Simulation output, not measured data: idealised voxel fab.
Process module in this document: voxel transistor to metal
In the cross-section labelled cut, the width is 170 nm and each square cell is 5 nm.
A cross-section is written here as square cells arranged in a grid, and it is given in bands from the top down, each band taking up one or more rows of cells. What a band's entry tells you: where the top is and where the bottom is, as heights in nm, and after that what lies inside, material by material from left to right, each with its width in nm. Empty space is written as the word "empty", and a single material marked with the word "edge to edge" occupies the band from edge to edge. Height is counted from the level 0, under which the received wafer is composed throughout of one material. The lowest of the bands is not closed at the bottom but continues downward, in the notation "0 down". Width "30 to 40": first value at the band's top row of cells, second value at its bottom row, equal change from row to row. What does "nothing different" mean for a step? It means no cell of the cross-section changed in that step. "Enclosed void list" - sealed voids, min. 8 cells, no opening to top; format: width x height at distance (distance from left edge; nm throughout). What comes after the settings on a step's line is commentary from the simulator itself on that step. A step's line can hold "overlay nm"; with a mask on that step, the setting says how far right of the planned place the mask lay, while a negative setting says it lay to the left.
PLAN
1,RECEIVE with material Si
2,OXIDIZE with depth nm 5
3,CONFORMAL_DEP with material SiN, thk nm 15
4,PATTERN with tone cover, mask id ACTIVE, material resist, width nm 95, thk nm 15, overlay nm -15
5,DIRECTIONAL_ETCH with etch materials SiN, depth nm 15
6,DIRECTIONAL_ETCH with etch materials SiO2, depth nm 5
7,DIRECTIONAL_ETCH with etch materials Si, depth nm 25
8,STRIP with etch materials resist
9,OXIDIZE with depth nm 5
10,FILL_DEP with material SiO2, thk nm 10
11,CMP with height nm 15
12,SELECTIVE_ETCH with etch materials SiO2, depth nm 15
13,STRIP with etch materials SiN
14,SELECTIVE_ETCH with etch materials SiO2, depth nm 5
15,OXIDIZE with depth nm 5
16,DIRECTIONAL_DEP with material polySi, thk nm 30
17,DIRECTIONAL_DEP with material SiCN, thk nm 10
18,MASKED_ETCH with tone cover, mask id GATE, width nm 25, etch materials SiCN, depth nm 20, overlay nm 0
19,MASKED_ETCH with tone cover, mask id GATE, width nm 25, etch materials polySi, depth nm 40, overlay nm 0
20,CONFORMAL_DEP with material SiN, thk nm 10
21,DIRECTIONAL_ETCH with etch materials SiN, depth nm 10
22,DIRECTIONAL_ETCH with etch materials SiO2, depth nm 5
23,EPI with material nSi, thk nm 5
24,FILL_DEP with material SiO2, thk nm 5
25,CMP with height nm 35
26,DIRECTIONAL_DEP with material SiO2, thk nm 15
27,PATTERN with tone open, mask id CONTACT, material resist, width nm 25, pitch nm 60, thk nm 15, overlay nm 0
28,DIRECTIONAL_ETCH with etch materials SiO2, depth nm 55
29,STRIP with etch materials resist
30,CONFORMAL_DEP with material TiN, thk nm 5
31,FILL_DEP with material Ru, thk nm 5
32,CMP with height nm 50
33,CONFORMAL_DEP with material SiN, thk nm 5
34,DIRECTIONAL_DEP with material SiO2, thk nm 20
35,PATTERN with tone open, mask id METAL_1, material resist, width nm 15, pitch nm 70, thk nm 15, overlay nm 0
36,DIRECTIONAL_ETCH with etch materials SiO2, depth nm 20
37,DIRECTIONAL_ETCH with etch materials SiN, depth nm 5
38,STRIP with etch materials resist
39,CONFORMAL_DEP with material TiN, thk nm 5
40,FILL_DEP with material Ru, thk nm 10
41,CMP with height nm 75
42,CONFORMAL_DEP with material SiN, thk nm 5
The overlay nm used in step 4 is not the same on every wafer, whereas the starting condition is; the value printed in the plan is the first wafer's.
CROSS-SECTION OF THE FIRST OF SEVERAL WAFERS ON RECEIPT, REFLECTING COMPLETION OF STEP 1
> 0 down: Si edge to edge
> Enclosed void list: none
WHERE EACH WAFER STANDS AT THE END OF THE MODULE, A ROW APIECE: CELLS OF EACH MATERIAL GAINED (+) OR LOST (-) SINCE IT WAS RECEIVED, THEN CLOSED VOIDS
overlay nm -15; +52 Ru; -153 Si; +10 SiCN; +94 SiN; +429 SiO2; +72 TiN; +10 nSi; +30 polySi; Enclosed void list: none
overlay nm -10; +52 Ru; -153 Si; +10 SiCN; +94 SiN; +429 SiO2; +72 TiN; +10 nSi; +30 polySi; Enclosed void list: none
overlay nm -5; +52 Ru; -153 Si; +10 SiCN; +94 SiN; +429 SiO2; +72 TiN; +10 nSi; +30 polySi; Enclosed void list: none
overlay nm 0; +52 Ru; -153 Si; +10 SiCN; +94 SiN; +429 SiO2; +72 TiN; +10 nSi; +30 polySi; Enclosed void list: none
overlay nm 5; +52 Ru; -153 Si; +10 SiCN; +94 SiN; +429 SiO2; +72 TiN; +10 nSi; +30 polySi; Enclosed void list: none
overlay nm 10; +52 Ru; -153 Si; +10 SiCN; +94 SiN; +429 SiO2; +72 TiN; +10 nSi; +30 polySi; Enclosed void list: none
overlay nm 15; +52 Ru; -153 Si; +10 SiCN; +94 SiN; +429 SiO2; +72 TiN; +10 nSi; +30 polySi; Enclosed void list: none
